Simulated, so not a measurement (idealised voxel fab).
Process module under the name voxel local oxidation
Section cut is 270 nm wide and gridded with 5 nm square cells.
If you're reading a cross-section in this doc, picture square cells in a grid; it comes to you as bands, top ones listed first down to the bottom, and a band can be one or more rows of cells.
This entry defines a band. It first specifies the height of the band's top and the height of its bottom in nm, and then specifies the band's materials from left to right, stating each material with its width in nm. The word "throughout" identifies a single material that fills the band from edge to edge, while the word "empty" identifies empty space.
Height reference: 0 = level under which incoming wafer is all one material. Lowest band: no bottom, runs on downward, e.g. "0..down".
Width spec "30->40" -> top row of cells at first value, bottom row at second value, equal per-row change in between.
It should be understood that the words "identical to before", when stated for a given step, signify that the cross-section underwent no change in any of its cells during that step.
In the "Unvented cavities" entry, you get each enclosed empty space of 8 cells or more, one with no open way to the top, written width x height at distance, distance from the left edge, in nm.
It should be noted that, on the line of a given step, the content following the step's settings is a remark produced by the simulator itself with respect to that step.
The line of a step may include "overlay nm". On a step with a mask, this value is how far to the right of its planned place the mask lay. A negative value means the mask lay to the left.

List of planned process steps
- 1: RECEIVE (material Si)
- 2: CONFORMAL_DEP (material SiO2; thk nm 5)
- 3: CONFORMAL_DEP (material SiN; thk nm 10)
- 4: PATTERN (tone cover; mask id ACTIVE; material resist; width nm 110; thk nm 20; overlay nm 0)
- 5: DIRECTIONAL_ETCH (etch materials SiN; depth nm 10)
- 6: STRIP (etch materials resist)
- 7: SELECTIVE_ETCH (etch materials SiO2; depth nm 5)
- 8: OXIDIZE (depth nm 10)
- 9: STRIP (etch materials SiN)

Wafer cross-section on receipt, i.e. after step 1
    0..down  Si throughout
    Unvented cavities: none

Result of the module, cross-sectioned: start per above, plan per above, one error in how it was run
    0..-10  SiO2 (90) | Si (90) | SiO2 (90)
    -10..down  Si throughout
    Unvented cavities: none
Heads up, the wafer didn't run the way we planned it: step 2 of the plan never got run, it was skipped over
